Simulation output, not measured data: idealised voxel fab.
A process module follows: voxel wiring stack.
This is section cut - it's 270 nm across, gridded in 5 nm square cells.
Cross-section = grid of square cells, listed top down in bands; band = one or more rows. Quick guide to a band line: top height, bottom height (nm) up front; then every material left to right with its width in nm. Only one material and it's marked "edge to edge"? Then it fills the band edge to edge. And "blank" just means empty space. A quick word on heights: they are counted from 0, and under that level the wafer as it came to us is one material throughout. The lowest band is different from the rest in having no bottom; it simply continues downward, written as in "0 nm and below". With a width like "30 to 40", each row of cells in the band differs from the next by the same amount, the top row carrying the first number and the bottom row the second. "no change occurred" means the step left every cell of the cross-section as it was. "Enclosed cavity list" means: voids of 8 cells or more that are shut off from the top with no open way through. Written width x height at distance, distance from the left edge, in nm. Read whatever lies past the settings on a step's line as the simulator's own remark about the step. "overlay nm", when on a step's line for a step with a mask, measures how far to the right of its planned place the mask lay; a negative measure means to the left. Every pair from here on: before one process step, after it. The after cross-section reaches only to the lowest band that changed. Below the pair: the step in between and its settings. Pairs can belong to different runs of this module on the same starting wafer; a pair carries on from the pair above only if the entry headed "Before this step" says so.

## Before this step
  75 nm to 40 nm  TiN edge to edge
  40 nm to 35 nm  SiCN edge to edge
  35 nm to 20 nm  95 SiO2; 25 W; 25 SiO2; 25 W; 100 SiO2
  20 nm to 15 nm  95 SiO2; 25 TiN; 25 SiO2; 25 TiN; 100 SiO2
  15 nm to 0 nm  SiO2 edge to edge
  0 nm and below  Si edge to edge
  Enclosed cavity list: none

## State After Step
  80 nm to 75 nm  SiCN edge to edge
  For the remainder of the cross-section, below 75, there is no change.
  Enclosed cavity list: none
Process step (between the before and after cross-sections above): CONFORMAL_DEP (material SiCN; thk nm 5)

Before this step: cross-section not repeated; it is the one shown after the step in the pair just above.

## State After Step
  115 nm to 80 nm  SiO2 edge to edge
  For the remainder of the cross-section, below 80, there is no change.
  Enclosed cavity list: none
Process step (between the before and after cross-sections above): DIRECTIONAL_DEP (material SiO2; thk nm 35)

Before this step: cross-section not repeated; it is the one shown after the step in the pair just above.

## State After Step
  115 nm to 80 nm  95 SiO2; 15 blank; 160 SiO2
  For the remainder of the cross-section, below 80, there is no change.
  Enclosed cavity list: none
Process step (between the before and after cross-sections above): MASKED_ETCH (tone open; mask id METAL_3_HOLES; width nm 15; etch materials SiO2; depth nm 35; overlay nm 0)

Before this step: cross-section not repeated; it is the one shown after the step in the pair just above.

## State After Step
  130 nm to 115 nm  95 resist; 25 blank; 25 resist; 25 blank; 100 resist
  For the remainder of the cross-section, below 115, there is no change.
  Enclosed cavity list: none
Process step (between the before and after cross-sections above): PATTERN (tone open; mask id METAL_3; material resist; width nm 25; pitch nm 50; thk nm 15; overlay nm 0)

Before this step: cross-section not repeated; it is the one shown after the step in the pair just above.

## State After Step
  130 nm to 115 nm  95 resist; 25 blank; 25 resist; 25 blank; 100 resist
  115 nm to 95 nm  95 SiO2; 25 blank; 25 SiO2; 25 blank; 100 SiO2
  For the remainder of the cross-section, below 95, there is no change.
  Enclosed cavity list: none
Process step (between the before and after cross-sections above): DIRECTIONAL_ETCH (etch materials SiO2; depth nm 20)

Before this step: cross-section not repeated; it is the one shown after the step in the pair just above.

## State After Step
  130 nm to 115 nm  95 resist; 25 blank; 25 resist; 25 blank; 100 resist
  115 nm to 95 nm  95 SiO2; 25 blank; 25 SiO2; 25 blank; 100 SiO2
  95 nm to 80 nm  95 SiO2; 15 blank; 160 SiO2
  80 nm to 75 nm  95 SiCN; 15 blank; 160 SiCN
  For the remainder of the cross-section, below 75, there is no change.
  Enclosed cavity list: none
Process step (between the before and after cross-sections above): DIRECTIONAL_ETCH (etch materials SiCN; depth nm 5)

Before this step: cross-section not repeated; it is the one shown after the step in the pair just above.

## State After Step
  115 nm to 95 nm  95 SiO2; 25 blank; 25 SiO2; 25 blank; 100 SiO2
  For the remainder of the cross-section, below 95, there is no change.
  Enclosed cavity list: none
Process step (between the before and after cross-sections above): STRIP (etch materials resist)

Before this step: cross-section not repeated; it is the one shown after the step in the pair just above.

## State After Step
  120 nm to 115 nm  100 TiN; 15 blank; 35 TiN; 15 blank; 105 TiN
  115 nm to 100 nm  95 SiO2; 5 TiN; 15 blank; 5 TiN; 25 SiO2; 5 TiN; 15 blank; 5 TiN; 100 SiO2
  100 nm to 95 nm  95 SiO2; 5 TiN; 5 blank; 15 TiN; 25 SiO2; 25 TiN; 100 SiO2
  95 nm to 80 nm  95 SiO2; 5 TiN; 5 blank; 5 TiN; 160 SiO2
  80 nm to 75 nm  95 SiCN; 15 TiN; 160 SiCN
  For the remainder of the cross-section, below 75, there is no change.
  Enclosed cavity list: none
Process step (between the before and after cross-sections above): CONFORMAL_DEP (material TiN; thk nm 5)

Before this step: cross-section not repeated; it is the one shown after the step in the pair just above.

## State After Step
  130 nm to 120 nm  Ru edge to edge
  120 nm to 115 nm  100 TiN; 15 Ru; 35 TiN; 15 Ru; 105 TiN
  115 nm to 100 nm  95 SiO2; 5 TiN; 15 Ru; 5 TiN; 25 SiO2; 5 TiN; 15 Ru; 5 TiN; 100 SiO2
  100 nm to 95 nm  95 SiO2; 5 TiN; 5 Ru; 15 TiN; 25 SiO2; 25 TiN; 100 SiO2
  95 nm to 80 nm  95 SiO2; 5 TiN; 5 Ru; 5 TiN; 160 SiO2
  For the remainder of the cross-section, below 80, there is no change.
  Enclosed cavity list: none
Process step (between the before and after cross-sections above): FILL_DEP (material Ru; thk nm 10)

Before this step: cross-section not repeated; it is the one shown after the step in the pair just above.

## State After Step
  115 nm to 100 nm  95 SiO2; 5 TiN; 15 Ru; 5 TiN; 25 SiO2; 5 TiN; 15 Ru; 5 TiN; 100 SiO2
  For the remainder of the cross-section, below 100, there is no change.
  Enclosed cavity list: none
Process step (between the before and after cross-sections above): CMP (height nm 115)

Before this step: cross-section not repeated; it is the one shown after the step in the pair just above.

## State After Step
  120 nm to 115 nm  SiCN edge to edge
  For the remainder of the cross-section, below 115, there is no change.
  Enclosed cavity list: none
Process step (between the before and after cross-sections above): CONFORMAL_DEP (material SiCN; thk nm 5)

## Before this step
  115 nm to 80 nm  95 SiO2; 15 blank; 160 SiO2
  80 nm to 75 nm  SiCN edge to edge
  75 nm to 60 nm  95 SiO2; 5 TiN; 15 Cu; 5 TiN; 25 SiO2; 5 TiN; 15 Cu; 5 TiN; 100 SiO2
  60 nm to 55 nm  95 SiO2; 5 TiN; 5 Cu; 15 TiN; 25 SiO2; 25 TiN; 100 SiO2
  55 nm to 40 nm  95 SiO2; 5 TiN; 5 Cu; 5 TiN; 160 SiO2
  40 nm to 35 nm  95 SiCN; 15 TiN; 160 SiCN
  35 nm to 20 nm  95 SiO2; 25 W; 25 SiO2; 25 W; 100 SiO2
  20 nm to 15 nm  95 SiO2; 25 TiN; 25 SiO2; 25 TiN; 100 SiO2
  15 nm to 0 nm  SiO2 edge to edge
  0 nm and below  Si edge to edge
  Enclosed cavity list: none

## State After Step
  130 nm to 115 nm  95 blank; 25 resist; 25 blank; 25 resist; 100 blank
  115 nm to 80 nm  95 SiO2; 15 resist; 160 SiO2
  For the remainder of the cross-section, below 80, there is no change.
  Enclosed cavity list: none
Process step (between the before and after cross-sections above): PATTERN (tone cover; mask id METAL_3; material resist; width nm 25; pitch nm 50; thk nm 15; overlay nm 0)

Before this step: cross-section not repeated; it is the one shown after the step in the pair just above.

## State After Step
  130 nm to 115 nm  95 blank; 25 resist; 25 blank; 25 resist; 100 blank
  115 nm to 95 nm  95 blank; 15 resist; 10 SiO2; 25 blank; 25 SiO2; 100 blank
  For the remainder of the cross-section, below 95, there is no change.
  Enclosed cavity list: none
Process step (between the before and after cross-sections above): DIRECTIONAL_ETCH (etch materials SiO2; depth nm 20)

Before this step: cross-section not repeated; it is the one shown after the step in the pair just above.

## State After Step
  115 nm to 95 nm  110 blank; 10 SiO2; 25 blank; 25 SiO2; 100 blank
  95 nm to 80 nm  95 SiO2; 15 blank; 160 SiO2
  For the remainder of the cross-section, below 80, there is no change.
  Enclosed cavity list: none
Process step (between the before and after cross-sections above): STRIP (etch materials resist)

Before this step: cross-section not repeated; it is the one shown after the step in the pair just above.

## State After Step
  120 nm to 115 nm  105 blank; 20 TiN; 15 blank; 35 TiN; 95 blank
  115 nm to 100 nm  105 blank; 5 TiN; 10 SiO2; 5 TiN; 15 blank; 5 TiN; 25 SiO2; 5 TiN; 95 blank
  100 nm to 95 nm  100 TiN; 5 blank; 5 TiN; 10 SiO2; 25 TiN; 25 SiO2; 100 TiN
  95 nm to 85 nm  95 SiO2; 5 TiN; 5 blank; 5 TiN; 160 SiO2
  85 nm to 80 nm  95 SiO2; 15 TiN; 160 SiO2
  For the remainder of the cross-section, below 80, there is no change.
  Enclosed cavity list: none
Process step (between the before and after cross-sections above): CONFORMAL_DEP (material TiN; thk nm 5)

Before this step: cross-section not repeated; it is the one shown after the step in the pair just above.

## State After Step
  130 nm to 120 nm  Ru edge to edge
  120 nm to 115 nm  105 Ru; 20 TiN; 15 Ru; 35 TiN; 95 Ru
  115 nm to 100 nm  105 Ru; 5 TiN; 10 SiO2; 5 TiN; 15 Ru; 5 TiN; 25 SiO2; 5 TiN; 95 Ru
  100 nm to 95 nm  100 TiN; 5 Ru; 5 TiN; 10 SiO2; 25 TiN; 25 SiO2; 100 TiN
  95 nm to 85 nm  95 SiO2; 5 TiN; 5 Ru; 5 TiN; 160 SiO2
  For the remainder of the cross-section, below 85, there is no change.
  Enclosed cavity list: none
Process step (between the before and after cross-sections above): FILL_DEP (material Ru; thk nm 10)

Before this step: cross-section not repeated; it is the one shown after the step in the pair just above.

## State After Step
  115 nm to 100 nm  105 Ru; 5 TiN; 10 SiO2; 5 TiN; 15 Ru; 5 TiN; 25 SiO2; 5 TiN; 95 Ru
  For the remainder of the cross-section, below 100, there is no change.
  Enclosed cavity list: none
Process step (between the before and after cross-sections above): CMP (height nm 115)

Before this step: cross-section not repeated; it is the one shown after the step in the pair just above.

## State After Step
  120 nm to 115 nm  SiCN edge to edge
  For the remainder of the cross-section, below 115, there is no change.
  Enclosed cavity list: none
Process step (between the before and after cross-sections above): CONFORMAL_DEP (material SiCN; thk nm 5)
